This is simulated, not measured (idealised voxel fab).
process module | voxel transistor to metal
cross-section cut | 160 nm wide | cells 5 nm
A cross-section is a grid of square cells, given in bands from the top down. A band is one or more rows of cells.
Each band's line starts with the height of the band's top and of its bottom, in nm. Then come its materials from left to right, each with its width in nm. One material with "throughout" fills the band from edge to edge. "air" is empty space.
Height 0 is the level under which the wafer as received is all one material. The lowest band goes on downwards, as in "0 down".
A width such as "30 to 40" changes by the same amount from each row of cells to the next, from the band's top row to its bottom row.
"no change" after a step means that no cell of the cross-section changed.
closed voids: empty space of 8 cells or more with no open way to the top, each as width x height at its distance from the left edge, in nm
after a step's settings: what the simulator itself notes on the step
overlay nm, on a step with a mask: how far to the right of its planned place the mask lay; to the left if negative
Each pair below shows a cross-section before one step and the cross-section after it, down to the lowest band that changed. The line under each pair gives the step between them, with its settings. The pairs can come from different runs of this module on the same starting wafer, so a pair continues from the pair above only where its "before" says so.
before
  15 to 5: SiO2 15 | SiN 125 | SiO2 20
  5 to 0: SiO2 throughout
  0 to -35: SiO2 15 | Si 125 | SiO2 20
  -35 down: Si throughout
  closed voids: none
after
  15 to 5: SiO2 15 | air 125 | SiO2 20
  below 5: unchanged
  closed voids: none
the step between: op STRIP | etch materials SiN
before: the cross-section after the pair above
after
  10 to 0: SiO2 10 | air 135 | SiO2 15
  below 0: unchanged
  closed voids: none
the step between: op SELECTIVE_ETCH | etch materials SiO2 | depth nm 5
before: the cross-section after the pair above
after
  5 to 0: SiO2 5 | air 145 | SiO2 10
  0 to -5: SiO2 5 | air 10 | Si 125 | air 10 | SiO2 10
  below -5: unchanged
  closed voids: none
the step between: op SELECTIVE_ETCH | etch materials SiO2 | depth nm 5
before: the cross-section after the pair above
after
  5 to 0: SiO2 5 | air 145 | SiO2 10
  0 to -5: SiO2 5 | air 10 | SiO2 125 | air 10 | SiO2 10
  -5 to -10: SiO2 20 | Si 115 | SiO2 25
  below -10: unchanged
  closed voids: none
the step between: op OXIDIZE | depth nm 5
before: the cross-section after the pair above
after
  25 to 20: polySi 5 | air 145 | polySi 10
  20 to 15: polySi 5 | air 10 | polySi 125 | air 10 | polySi 10
  15 to 5: polySi throughout
  5 to 0: SiO2 5 | polySi 145 | SiO2 10
  0 to -5: SiO2 5 | polySi 10 | SiO2 125 | polySi 10 | SiO2 10
  below -5: unchanged
  closed voids: none
the step between: op DIRECTIONAL_DEP | material polySi | thk nm 20
before: the cross-section after the pair above
after
  35 to 30: SiCN 5 | air 145 | SiCN 10
  30 to 25: SiCN 5 | air 10 | SiCN 125 | air 10 | SiCN 10
  25 to 20: polySi 5 | SiCN 145 | polySi 10
  20 to 15: polySi 5 | SiCN 10 | polySi 125 | SiCN 10 | polySi 10
  below 15: unchanged
  closed voids: none
the step between: op DIRECTIONAL_DEP | material SiCN | thk nm 10
before: the cross-section after the pair above
after
  50 to 35: air 60 | resist 35 | air 65
  35 to 30: SiCN 5 | air 55 | resist 35 | air 55 | SiCN 10
  below 30: unchanged
  closed voids: none
the step between: op PATTERN | tone cover | mask id GATE | material resist | width nm 35 | thk nm 15 | overlay nm 0
before: the cross-section after the pair above
after
  50 to 30: air 60 | resist 35 | air 65
  30 to 25: air 60 | SiCN 35 | air 65
  25 to 20: polySi 5 | air 55 | SiCN 35 | air 55 | polySi 10
  20 to 15: polySi 5 | air 10 | polySi 125 | air 10 | polySi 10
  below 15: unchanged
  closed voids: none
the step between: op DIRECTIONAL_ETCH | etch materials SiCN | depth nm 20
before: the cross-section after the pair above
after
  50 to 30: air 60 | resist 35 | air 65
  30 to 20: air 60 | SiCN 35 | air 65
  20 to 5: air 60 | polySi 35 | air 65
  5 to 0: SiO2 5 | air 55 | polySi 35 | air 55 | SiO2 10
  0 to -5: SiO2 5 | air 10 | SiO2 125 | air 10 | SiO2 10
  below -5: unchanged
  closed voids: none
the step between: op DIRECTIONAL_ETCH | etch materials polySi | depth nm 30
before: the cross-section after the pair above
after
  30 to 20: air 60 | SiCN 35 | air 65
  below 20: unchanged
  closed voids: none
the step between: op STRIP | etch materials resist
before: the cross-section after the pair above
after
  35 to 30: air 55 | SiO2 45 | air 60
  30 to 20: air 55 | SiO2 5 | SiCN 35 | SiO2 5 | air 60
  20 to 10: air 55 | SiO2 5 | polySi 35 | SiO2 5 | air 60
  10 to 5: SiO2 10 | air 45 | SiO2 5 | polySi 35 | SiO2 5 | air 45 | SiO2 15
  5 to 0: SiO2 60 | polySi 35 | SiO2 65
  0 to -5: SiO2 throughout
  below -5: unchanged
  closed voids: none
the step between: op CONFORMAL_DEP | material SiO2 | thk nm 5
before: the cross-section after the pair above
after
  30 to 20: air 55 | SiO2 5 | SiCN 35 | SiO2 5 | air 60
  20 to 5: air 55 | SiO2 5 | polySi 35 | SiO2 5 | air 60
  5 to 0: SiO2 10 | air 45 | SiO2 5 | polySi 35 | SiO2 5 | air 45 | SiO2 15
  below 0: unchanged
  closed voids: none
the step between: op DIRECTIONAL_ETCH | etch materials SiO2 | depth nm 5
before: the cross-section after the pair above
after
  35 to 30: air 50 | SiN 55 | air 55
  30 to 20: air 50 | SiN 5 | SiO2 5 | SiCN 35 | SiO2 5 | SiN 5 | air 55
  20 to 10: air 50 | SiN 5 | SiO2 5 | polySi 35 | SiO2 5 | SiN 5 | air 55
  10 to 5: SiN 15 | air 35 | SiN 5 | SiO2 5 | polySi 35 | SiO2 5 | SiN 5 | air 35 | SiN 20
  5 to 0: SiO2 10 | SiN 45 | SiO2 5 | polySi 35 | SiO2 5 | SiN 45 | SiO2 15
  below 0: unchanged
  closed voids: none
the step between: op CONFORMAL_DEP | material SiN | thk nm 5
before: the cross-section after the pair above
after
  30 to 20: air 50 | SiN 5 | SiO2 5 | SiCN 35 | SiO2 5 | SiN 5 | air 55
  20 to 5: air 50 | SiN 5 | SiO2 5 | polySi 35 | SiO2 5 | SiN 5 | air 55
  5 to 0: SiO2 10 | SiN 5 | air 35 | SiN 5 | SiO2 5 | polySi 35 | SiO2 5 | SiN 5 | air 35 | SiN 5 | SiO2 15
  below 0: unchanged
  closed voids: none
the step between: op DIRECTIONAL_ETCH | etch materials SiN | depth nm 5
before: the cross-section after the pair above
after
  30 to 25: air 50 | SiN 5 | air 5 | SiCN 35 | air 5 | SiN 5 | air 55
  25 to 20: air 50 | SiN 5 | SiO2 5 | SiCN 35 | SiO2 5 | SiN 5 | air 55
  20 to 5: air 50 | SiN 5 | SiO2 5 | polySi 35 | SiO2 5 | SiN 5 | air 55
  5 to 0: air 10 | SiN 5 | air 35 | SiN 5 | SiO2 5 | polySi 35 | SiO2 5 | SiN 5 | air 35 | SiN 5 | air 15
  0 to -5: SiO2 15 | air 35 | SiO2 55 | air 35 | SiO2 20
  below -5: unchanged
  closed voids: none
the step between: op DIRECTIONAL_ETCH | etch materials SiO2 | depth nm 5
before: the cross-section after the pair above
after
  30 to 25: air 50 | SiN 5 | air 5 | SiCN 35 | air 5 | SiN 5 | air 55
  25 to 20: air 50 | SiN 5 | SiO2 5 | SiCN 35 | SiO2 5 | SiN 5 | air 55
  20 to 5: air 50 | SiN 5 | SiO2 5 | polySi 35 | SiO2 5 | SiN 5 | air 55
  5 to 0: air 10 | SiN 5 | air 35 | SiN 5 | SiO2 5 | polySi 35 | SiO2 5 | SiN 5 | air 35 | SiN 5 | air 15
  0 to -5: SiO2 15 | air 35 | SiO2 55 | air 35 | SiO2 20
  -5 to -10: SiO2 20 | air 30 | Si 55 | air 30 | SiO2 25
  below -10: unchanged
  closed voids: none
the step between: op DIRECTIONAL_ETCH | etch materials Si | depth nm 5
before: the cross-section after the pair above
after
  30 to 25: air 50 | SiN 5 | air 5 | SiCN 35 | air 5 | SiN 5 | air 55
  25 to 20: air 50 | SiN 5 | SiO2 5 | SiCN 35 | SiO2 5 | SiN 5 | air 55
  20 to 5: air 50 | SiN 5 | SiO2 5 | polySi 35 | SiO2 5 | SiN 5 | air 55
  5 to 0: air 10 | SiN 5 | air 35 | SiN 5 | SiO2 5 | polySi 35 | SiO2 5 | SiN 5 | air 35 | SiN 5 | air 15
  0 to -5: SiO2 15 | air 30 | SiGe 5 | SiO2 55 | SiGe 5 | air 30 | SiO2 20
  -5 to -10: SiO2 20 | SiGe 30 | Si 55 | SiGe 30 | SiO2 25
  below -10: unchanged
  closed voids: none
the step between: op EPI | material SiGe | thk nm 5
before: the cross-section after the pair above
after
  35 to 30: SiO2 throughout
  30 to 20: SiO2 50 | SiN 5 | SiO2 5 | SiCN 35 | SiO2 5 | SiN 5 | SiO2 55
  20 to 5: SiO2 50 | SiN 5 | SiO2 5 | polySi 35 | SiO2 5 | SiN 5 | SiO2 55
  5 to 0: SiO2 10 | SiN 5 | SiO2 35 | SiN 5 | SiO2 5 | polySi 35 | SiO2 5 | SiN 5 | SiO2 35 | SiN 5 | SiO2 15
  0 to -5: SiO2 45 | SiGe 5 | SiO2 55 | SiGe 5 | SiO2 50
  below -5: unchanged
  closed voids: none
the step between: op FILL_DEP | material SiO2 | thk nm 5
before: the cross-section after the pair above
after
  20 to 5: SiO2 50 | SiN 5 | SiO2 5 | polySi 35 | SiO2 5 | SiN 5 | SiO2 55
  below 5: unchanged
  closed voids: none
the step between: op CMP | height nm 20
before: the cross-section after the pair above
after
  20 to 5: SiO2 50 | SiN 5 | SiO2 5 | air 35 | SiO2 5 | SiN 5 | SiO2 55
  5 to 0: SiO2 10 | SiN 5 | SiO2 35 | SiN 5 | SiO2 5 | air 35 | SiO2 5 | SiN 5 | SiO2 35 | SiN 5 | SiO2 15
  below 0: unchanged
  closed voids: none
the step between: op STRIP | etch materials polySi
before: the cross-section after the pair above
after
  20 to 15: air 50 | SiN 5 | air 45 | SiN 5 | air 55
  15 to 5: SiO2 50 | SiN 5 | air 45 | SiN 5 | SiO2 55
  5 to 0: SiO2 10 | SiN 5 | SiO2 35 | SiN 5 | air 45 | SiN 5 | SiO2 35 | SiN 5 | SiO2 15
  0 to -5: SiO2 45 | SiGe 5 | SiO2 5 | air 45 | SiO2 5 | SiGe 5 | SiO2 50
  below -5: unchanged
  closed voids: none
the step between: op SELECTIVE_ETCH | etch materials SiO2 | depth nm 5
before: the cross-section after the pair above
after
  25 to 20: air 45 | HfO2 15 | air 35 | HfO2 15 | air 50
  20 to 15: HfO2 50 | SiN 5 | HfO2 5 | air 35 | HfO2 5 | SiN 5 | HfO2 55
  15 to 5: SiO2 50 | SiN 5 | HfO2 5 | air 35 | HfO2 5 | SiN 5 | SiO2 55
  5 to 0: SiO2 10 | SiN 5 | SiO2 35 | SiN 5 | HfO2 5 | air 35 | HfO2 5 | SiN 5 | SiO2 35 | SiN 5 | SiO2 15
  0 to -5: SiO2 45 | SiGe 5 | SiO2 5 | HfO2 45 | SiO2 5 | SiGe 5 | SiO2 50
  below -5: unchanged
  closed voids: none
the step between: op CONFORMAL_DEP | material HfO2 | thk nm 5
before: the cross-section after the pair above
after
  30 to 25: air 40 | TiN 25 | air 25 | TiN 25 | air 45
  25 to 20: TiN 45 | HfO2 15 | TiN 5 | air 25 | TiN 5 | HfO2 15 | TiN 50
  20 to 15: HfO2 50 | SiN 5 | HfO2 5 | TiN 5 | air 25 | TiN 5 | HfO2 5 | SiN 5 | HfO2 55
  15 to 5: SiO2 50 | SiN 5 | HfO2 5 | TiN 5 | air 25 | TiN 5 | HfO2 5 | SiN 5 | SiO2 55
  5 to 0: SiO2 10 | SiN 5 | SiO2 35 | SiN 5 | HfO2 5 | TiN 35 | HfO2 5 | SiN 5 | SiO2 35 | SiN 5 | SiO2 15
  below 0: unchanged
  closed voids: none
the step between: op CONFORMAL_DEP | material TiN | thk nm 5
before: the cross-section after the pair above
after
  35 to 30: W throughout
  30 to 25: W 40 | TiN 25 | W 25 | TiN 25 | W 45
  25 to 20: TiN 45 | HfO2 15 | TiN 5 | W 25 | TiN 5 | HfO2 15 | TiN 50
  20 to 15: HfO2 50 | SiN 5 | HfO2 5 | TiN 5 | W 25 | TiN 5 | HfO2 5 | SiN 5 | HfO2 55
  15 to 5: SiO2 50 | SiN 5 | HfO2 5 | TiN 5 | W 25 | TiN 5 | HfO2 5 | SiN 5 | SiO2 55
  below 5: unchanged
  closed voids: none
the step between: op FILL_DEP | material W | thk nm 5
before: the cross-section after the pair above
after
  15 to 5: SiO2 50 | SiN 5 | HfO2 5 | TiN 5 | W 25 | TiN 5 | HfO2 5 | SiN 5 | SiO2 55
  below 5: unchanged
  closed voids: none
the step between: op CMP | height nm 15
before: the cross-section after the pair above
after
  30 to 15: SiO2 throughout
  below 15: unchanged
  closed voids: none
the step between: op DIRECTIONAL_DEP | material SiO2 | thk nm 15
before: the cross-section after the pair above
after
  30 to 15: SiO2 25 | air 20 | SiO2 65 | air 20 | SiO2 30
  15 to 5: SiO2 25 | air 20 | SiO2 5 | SiN 5 | HfO2 5 | TiN 5 | W 25 | TiN 5 | HfO2 5 | SiN 5 | SiO2 5 | air 20 | SiO2 30
  5 to 0: SiO2 10 | SiN 5 | SiO2 10 | air 20 | SiO2 5 | SiN 5 | HfO2 5 | TiN 35 | HfO2 5 | SiN 5 | SiO2 5 | air 20 | SiO2 10 | SiN 5 | SiO2 15
  0 to -5: SiO2 25 | air 20 | SiGe 5 | SiO2 5 | HfO2 45 | SiO2 5 | SiGe 5 | air 20 | SiO2 30
  below -5: unchanged
  closed voids: none
the step between: op MASKED_ETCH | tone open | mask id CONTACT | width nm 20 | pitch nm 85 | etch materials SiO2 | depth nm 35 | overlay nm 0
before: the cross-section after the pair above
after
  35 to 30: TiN 30 | air 10 | TiN 75 | air 10 | TiN 35
  30 to 15: SiO2 25 | TiN 5 | air 10 | TiN 5 | SiO2 65 | TiN 5 | air 10 | TiN 5 | SiO2 30
  15 to 5: SiO2 25 | TiN 5 | air 10 | TiN 5 | SiO2 5 | SiN 5 | HfO2 5 | TiN 5 | W 25 | TiN 5 | HfO2 5 | SiN 5 | SiO2 5 | TiN 5 | air 10 | TiN 5 | SiO2 30
  5 to 0: SiO2 10 | SiN 5 | SiO2 10 | TiN 5 | air 10 | TiN 5 | SiO2 5 | SiN 5 | HfO2 5 | TiN 35 | HfO2 5 | SiN 5 | SiO2 5 | TiN 5 | air 10 | TiN 5 | SiO2 10 | SiN 5 | SiO2 15
  0 to -5: SiO2 25 | TiN 20 | SiGe 5 | SiO2 5 | HfO2 45 | SiO2 5 | SiGe 5 | TiN 20 | SiO2 30
  below -5: unchanged
  closed voids: none
the step between: op CONFORMAL_DEP | material TiN | thk nm 5
before: the cross-section after the pair above
after
  40 to 35: Ru throughout
  35 to 30: TiN 30 | Ru 10 | TiN 75 | Ru 10 | TiN 35
  30 to 15: SiO2 25 | TiN 5 | Ru 10 | TiN 5 | SiO2 65 | TiN 5 | Ru 10 | TiN 5 | SiO2 30
  15 to 5: SiO2 25 | TiN 5 | Ru 10 | TiN 5 | SiO2 5 | SiN 5 | HfO2 5 | TiN 5 | W 25 | TiN 5 | HfO2 5 | SiN 5 | SiO2 5 | TiN 5 | Ru 10 | TiN 5 | SiO2 30
  5 to 0: SiO2 10 | SiN 5 | SiO2 10 | TiN 5 | Ru 10 | TiN 5 | SiO2 5 | SiN 5 | HfO2 5 | TiN 35 | HfO2 5 | SiN 5 | SiO2 5 | TiN 5 | Ru 10 | TiN 5 | SiO2 10 | SiN 5 | SiO2 15
  below 0: unchanged
  closed voids: none
the step between: op FILL_DEP | material Ru | thk nm 5
before: the cross-section after the pair above
after
  30 to 15: SiO2 25 | TiN 5 | Ru 10 | TiN 5 | SiO2 65 | TiN 5 | Ru 10 | TiN 5 | SiO2 30
  below 15: unchanged
  closed voids: none
the step between: op CMP | height nm 30
before: the cross-section after the pair above
after
  35 to 30: SiN throughout
  below 30: unchanged
  closed voids: none
the step between: op CONFORMAL_DEP | material SiN | thk nm 5
before: the cross-section after the pair above
after
  55 to 35: lowk throughout
  below 35: unchanged
  closed voids: none
the step between: op DIRECTIONAL_DEP | material lowk | thk nm 20
before: the cross-section after the pair above
after
  75 to 55: resist 25 | air 20 | resist 65 | air 20 | resist 30
  below 55: unchanged
  closed voids: none
the step between: op PATTERN | tone open | mask id METAL_1 | material resist | width nm 20 | pitch nm 85 | thk nm 20 | overlay nm 0
before: the cross-section after the pair above
after
  75 to 55: resist 25 | air 20 | resist 65 | air 20 | resist 30
  55 to 35: lowk 25 | air 20 | lowk 65 | air 20 | lowk 30
  below 35: unchanged
  closed voids: none
the step between: op DIRECTIONAL_ETCH | etch materials lowk | depth nm 20
before: the cross-section after the pair above
after
  75 to 55: resist 25 | air 20 | resist 65 | air 20 | resist 30
  55 to 35: lowk 25 | air 20 | lowk 65 | air 20 | lowk 30
  35 to 30: SiN 25 | air 20 | SiN 65 | air 20 | SiN 30
  below 30: unchanged
  closed voids: none
the step between: op DIRECTIONAL_ETCH | etch materials SiN | depth nm 5
before: the cross-section after the pair above
after
  55 to 35: lowk 25 | air 20 | lowk 65 | air 20 | lowk 30
  below 35: unchanged
  closed voids: none
the step between: op STRIP | etch materials resist
before: the cross-section after the pair above
after
  60 to 55: TiN 30 | air 10 | TiN 75 | air 10 | TiN 35
  55 to 35: lowk 25 | TiN 5 | air 10 | TiN 5 | lowk 65 | TiN 5 | air 10 | TiN 5 | lowk 30
  35 to 30: SiN 25 | TiN 20 | SiN 65 | TiN 20 | SiN 30
  below 30: unchanged
  closed voids: none
the step between: op CONFORMAL_DEP | material TiN | thk nm 5
before: the cross-section after the pair above
after
  65 to 60: Ru throughout
  60 to 55: TiN 30 | Ru 10 | TiN 75 | Ru 10 | TiN 35
  55 to 35: lowk 25 | TiN 5 | Ru 10 | TiN 5 | lowk 65 | TiN 5 | Ru 10 | TiN 5 | lowk 30
  below 35: unchanged
  closed voids: none
the step between: op FILL_DEP | material Ru | thk nm 5
before: the cross-section after the pair above
after
  55 to 35: lowk 25 | TiN 5 | Ru 10 | TiN 5 | lowk 65 | TiN 5 | Ru 10 | TiN 5 | lowk 30
  below 35: unchanged
  closed voids: none
the step between: op CMP | height nm 55
before: the cross-section after the pair above
after
  60 to 55: SiCN throughout
  below 55: unchanged
  closed voids: none
the step between: op CONFORMAL_DEP | material SiCN | thk nm 5
before: the cross-section after the pair above
after
  90 to 60: SiO2 throughout
  below 60: unchanged
  closed voids: none
the step between: op DIRECTIONAL_DEP | material SiO2 | thk nm 30
before: the cross-section after the pair above
after
  110 to 90: resist 25 | air 15 | resist 70 | air 15 | resist 35
  below 90: unchanged
  closed voids: none
the step between: op PATTERN | tone open | mask id METAL_2_HOLES | material resist | width nm 15 | pitch nm 85 | thk nm 20 | overlay nm 0
before: the cross-section after the pair above
after
  110 to 90: resist 25 | air 15 | resist 70 | air 15 | resist 35
  90 to 60: SiO2 25 | air 15 | SiO2 70 | air 15 | SiO2 35
  below 60: unchanged
  closed voids: none
the step between: op DIRECTIONAL_ETCH | etch materials SiO2 | depth nm 30
before: the cross-section after the pair above
after
  90 to 60: SiO2 25 | air 15 | SiO2 70 | air 15 | SiO2 35
  below 60: unchanged
  closed voids: none
the step between: op STRIP | etch materials resist
before: the cross-section after the pair above
after
  105 to 90: resist 25 | air 20 | resist 65 | air 20 | resist 30
  below 90: unchanged
  closed voids: none
the step between: op PATTERN | tone open | mask id METAL_2 | material resist | width nm 20 | pitch nm 85 | thk nm 15 | overlay nm 0
before: the cross-section after the pair above
after
  105 to 90: resist 25 | air 20 | resist 65 | air 20 | resist 30
  90 to 75: SiO2 25 | air 20 | SiO2 65 | air 20 | SiO2 30
  below 75: unchanged
  closed voids: none
the step between: op DIRECTIONAL_ETCH | etch materials SiO2 | depth nm 15
before: the cross-section after the pair above
after
  105 to 90: resist 25 | air 20 | resist 65 | air 20 | resist 30
  90 to 75: SiO2 25 | air 20 | SiO2 65 | air 20 | SiO2 30
  75 to 60: SiO2 25 | air 15 | SiO2 70 | air 15 | SiO2 35
  60 to 55: SiCN 25 | air 15 | SiCN 70 | air 15 | SiCN 35
  below 55: unchanged
  closed voids: none
the step between: op DIRECTIONAL_ETCH | etch materials SiCN | depth nm 5
before: the cross-section after the pair above
after
  90 to 75: SiO2 25 | air 20 | SiO2 65 | air 20 | SiO2 30
  below 75: unchanged
  closed voids: none
the step between: op STRIP | etch materials resist
before: the cross-section after the pair above
after
  95 to 90: TiN 30 | air 10 | TiN 75 | air 10 | TiN 35
  90 to 80: SiO2 25 | TiN 5 | air 10 | TiN 5 | SiO2 65 | TiN 5 | air 10 | TiN 5 | SiO2 30
  80 to 75: SiO2 25 | TiN 5 | air 5 | TiN 10 | SiO2 65 | TiN 5 | air 5 | TiN 10 | SiO2 30
  75 to 60: SiO2 25 | TiN 5 | air 5 | TiN 5 | SiO2 70 | TiN 5 | air 5 | TiN 5 | SiO2 35
  60 to 55: SiCN 25 | TiN 15 | SiCN 70 | TiN 15 | SiCN 35
  below 55: unchanged
  closed voids: none
the step between: op CONFORMAL_DEP | material TiN | thk nm 5
before: the cross-section after the pair above
after
  105 to 95: Cu throughout
  95 to 90: TiN 30 | Cu 10 | TiN 75 | Cu 10 | TiN 35
  90 to 80: SiO2 25 | TiN 5 | Cu 10 | TiN 5 | SiO2 65 | TiN 5 | Cu 10 | TiN 5 | SiO2 30
  80 to 75: SiO2 25 | TiN 5 | Cu 5 | TiN 10 | SiO2 65 | TiN 5 | Cu 5 | TiN 10 | SiO2 30
  75 to 60: SiO2 25 | TiN 5 | Cu 5 | TiN 5 | SiO2 70 | TiN 5 | Cu 5 | TiN 5 | SiO2 35
  below 60: unchanged
  closed voids: none
the step between: op FILL_DEP | material Cu | thk nm 10
before: the cross-section after the pair above
after
  90 to 80: SiO2 25 | TiN 5 | Cu 10 | TiN 5 | SiO2 65 | TiN 5 | Cu 10 | TiN 5 | SiO2 30
  below 80: unchanged
  closed voids: none
the step between: op CMP | height nm 90
before: the cross-section after the pair above
after
  95 to 90: SiN throughout
  below 90: unchanged
  closed voids: none
the step between: op CONFORMAL_DEP | material SiN | thk nm 5
before
  35 to 30: W throughout
  30 to 25: W 40 | TiN 25 | W 25 | TiN 25 | W 45
  25 to 20: TiN 45 | HfO2 15 | TiN 5 | W 25 | TiN 5 | HfO2 15 | TiN 50
  20 to 15: HfO2 50 | SiN 5 | HfO2 5 | TiN 5 | W 25 | TiN 5 | HfO2 5 | SiN 5 | HfO2 55
  15 to 5: SiO2 50 | SiN 5 | HfO2 5 | TiN 5 | W 25 | TiN 5 | HfO2 5 | SiN 5 | SiO2 55
  5 to 0: SiO2 15 | SiN 5 | SiO2 30 | SiN 5 | HfO2 5 | TiN 35 | HfO2 5 | SiN 5 | SiO2 30 | SiN 5 | SiO2 20
  0 to -5: SiO2 20 | SiGe 5 | SiO2 20 | SiGe 5 | SiO2 5 | HfO2 45 | SiO2 5 | SiGe 5 | SiO2 20 | SiGe 5 | SiO2 25
  -5 to -10: SiO2 15 | Si 5 | SiGe 30 | Si 55 | SiGe 30 | Si 5 | SiO2 20
  -10 to -35: SiO2 15 | Si 125 | SiO2 20
  -35 down: Si throughout
  closed voids: none
after
  20 to 15: HfO2 50 | SiN 5 | HfO2 5 | TiN 5 | W 25 | TiN 5 | HfO2 5 | SiN 5 | HfO2 55
  below 15: unchanged
  closed voids: none
the step between: op CMP | height nm 20
before: the cross-section after the pair above
after
  35 to 20: SiO2 throughout
  below 20: unchanged
  closed voids: none
the step between: op DIRECTIONAL_DEP | material SiO2 | thk nm 15
before: the cross-section after the pair above
after
  35 to 20: SiO2 25 | air 20 | SiO2 65 | air 20 | SiO2 30
  below 20: unchanged
  closed voids: none
the step between: op MASKED_ETCH | tone open | mask id CONTACT | width nm 20 | pitch nm 85 | etch materials SiO2 | depth nm 35 | overlay nm 0
before: the cross-section after the pair above
after
  40 to 35: TiN 30 | air 10 | TiN 75 | air 10 | TiN 35
  35 to 25: SiO2 25 | TiN 5 | air 10 | TiN 5 | SiO2 65 | TiN 5 | air 10 | TiN 5 | SiO2 30
  25 to 20: SiO2 25 | TiN 20 | SiO2 65 | TiN 20 | SiO2 30
  below 20: unchanged
  closed voids: none
the step between: op CONFORMAL_DEP | material TiN | thk nm 5
before: the cross-section after the pair above
after
  45 to 40: Ru throughout
  40 to 35: TiN 30 | Ru 10 | TiN 75 | Ru 10 | TiN 35
  35 to 25: SiO2 25 | TiN 5 | Ru 10 | TiN 5 | SiO2 65 | TiN 5 | Ru 10 | TiN 5 | SiO2 30
  below 25: unchanged
  closed voids: none
the step between: op FILL_DEP | material Ru | thk nm 5
before: the cross-section after the pair above
after
  30 to 25: SiO2 25 | TiN 5 | Ru 10 | TiN 5 | SiO2 65 | TiN 5 | Ru 10 | TiN 5 | SiO2 30
  below 25: unchanged
  closed voids: none
the step between: op CMP | height nm 30
before: the cross-section after the pair above
after
  35 to 30: SiN throughout
  below 30: unchanged
  closed voids: none
the step between: op CONFORMAL_DEP | material SiN | thk nm 5
before: the cross-section after the pair above
after
  55 to 35: lowk throughout
  below 35: unchanged
  closed voids: none
the step between: op DIRECTIONAL_DEP | material lowk | thk nm 20
before: the cross-section after the pair above
after
  75 to 55: resist 25 | air 20 | resist 65 | air 20 | resist 30
  below 55: unchanged
  closed voids: none
the step between: op PATTERN | tone open | mask id METAL_1 | material resist | width nm 20 | pitch nm 85 | thk nm 20 | overlay nm 0
before: the cross-section after the pair above
after
  75 to 55: resist 25 | air 20 | resist 65 | air 20 | resist 30
  55 to 35: lowk 25 | air 20 | lowk 65 | air 20 | lowk 30
  below 35: unchanged
  closed voids: none
the step between: op DIRECTIONAL_ETCH | etch materials lowk | depth nm 20
before: the cross-section after the pair above
after
  75 to 55: resist 25 | air 20 | resist 65 | air 20 | resist 30
  55 to 35: lowk 25 | air 20 | lowk 65 | air 20 | lowk 30
  35 to 30: SiN 25 | air 20 | SiN 65 | air 20 | SiN 30
  below 30: unchanged
  closed voids: none
the step between: op DIRECTIONAL_ETCH | etch materials SiN | depth nm 5
before: the cross-section after the pair above
after
  55 to 35: lowk 25 | air 20 | lowk 65 | air 20 | lowk 30
  below 35: unchanged
  closed voids: none
the step between: op STRIP | etch materials resist
before: the cross-section after the pair above
after
  60 to 55: TiN 30 | air 10 | TiN 75 | air 10 | TiN 35
  55 to 35: lowk 25 | TiN 5 | air 10 | TiN 5 | lowk 65 | TiN 5 | air 10 | TiN 5 | lowk 30
  35 to 30: SiN 25 | TiN 20 | SiN 65 | TiN 20 | SiN 30
  below 30: unchanged
  closed voids: none
the step between: op CONFORMAL_DEP | material TiN | thk nm 5
before: the cross-section after the pair above
after
  65 to 60: Ru throughout
  60 to 55: TiN 30 | Ru 10 | TiN 75 | Ru 10 | TiN 35
  55 to 35: lowk 25 | TiN 5 | Ru 10 | TiN 5 | lowk 65 | TiN 5 | Ru 10 | TiN 5 | lowk 30
  below 35: unchanged
  closed voids: none
the step between: op FILL_DEP | material Ru | thk nm 5
before: the cross-section after the pair above
after
  55 to 35: lowk 25 | TiN 5 | Ru 10 | TiN 5 | lowk 65 | TiN 5 | Ru 10 | TiN 5 | lowk 30
  below 35: unchanged
  closed voids: none
the step between: op CMP | height nm 55
before: the cross-section after the pair above
after
  60 to 55: SiCN throughout
  below 55: unchanged
  closed voids: none
the step between: op CONFORMAL_DEP | material SiCN | thk nm 5
before: the cross-section after the pair above
after
  90 to 60: SiO2 throughout
  below 60: unchanged
  closed voids: none
the step between: op DIRECTIONAL_DEP | material SiO2 | thk nm 30
before: the cross-section after the pair above
after
  110 to 90: resist 25 | air 15 | resist 70 | air 15 | resist 35
  below 90: unchanged
  closed voids: none
the step between: op PATTERN | tone open | mask id METAL_2_HOLES | material resist | width nm 15 | pitch nm 85 | thk nm 20 | overlay nm 0
before: the cross-section after the pair above
after
  110 to 90: resist 25 | air 15 | resist 70 | air 15 | resist 35
  90 to 60: SiO2 25 | air 15 | SiO2 70 | air 15 | SiO2 35
  below 60: unchanged
  closed voids: none
the step between: op DIRECTIONAL_ETCH | etch materials SiO2 | depth nm 30
before: the cross-section after the pair above
after
  90 to 60: SiO2 25 | air 15 | SiO2 70 | air 15 | SiO2 35
  below 60: unchanged
  closed voids: none
the step between: op STRIP | etch materials resist
before: the cross-section after the pair above
after
  105 to 90: resist 25 | air 20 | resist 65 | air 20 | resist 30
  below 90: unchanged
  closed voids: none
the step between: op PATTERN | tone open | mask id METAL_2 | material resist | width nm 20 | pitch nm 85 | thk nm 15 | overlay nm 0
before: the cross-section after the pair above
after
  105 to 90: resist 25 | air 20 | resist 65 | air 20 | resist 30
  90 to 75: SiO2 25 | air 20 | SiO2 65 | air 20 | SiO2 30
  below 75: unchanged
  closed voids: none
the step between: op DIRECTIONAL_ETCH | etch materials SiO2 | depth nm 15
before: the cross-section after the pair above
after
  105 to 90: resist 25 | air 20 | resist 65 | air 20 | resist 30
  90 to 75: SiO2 25 | air 20 | SiO2 65 | air 20 | SiO2 30
  75 to 60: SiO2 25 | air 15 | SiO2 70 | air 15 | SiO2 35
  60 to 55: SiCN 25 | air 15 | SiCN 70 | air 15 | SiCN 35
  below 55: unchanged
  closed voids: none
the step between: op DIRECTIONAL_ETCH | etch materials SiCN | depth nm 5
before: the cross-section after the pair above
after
  90 to 75: SiO2 25 | air 20 | SiO2 65 | air 20 | SiO2 30
  below 75: unchanged
  closed voids: none
the step between: op STRIP | etch materials resist
before: the cross-section after the pair above
after
  95 to 90: TiN 30 | air 10 | TiN 75 | air 10 | TiN 35
  90 to 80: SiO2 25 | TiN 5 | air 10 | TiN 5 | SiO2 65 | TiN 5 | air 10 | TiN 5 | SiO2 30
  80 to 75: SiO2 25 | TiN 5 | air 5 | TiN 10 | SiO2 65 | TiN 5 | air 5 | TiN 10 | SiO2 30
  75 to 60: SiO2 25 | TiN 5 | air 5 | TiN 5 | SiO2 70 | TiN 5 | air 5 | TiN 5 | SiO2 35
  60 to 55: SiCN 25 | TiN 15 | SiCN 70 | TiN 15 | SiCN 35
  below 55: unchanged
  closed voids: none
the step between: op CONFORMAL_DEP | material TiN | thk nm 5
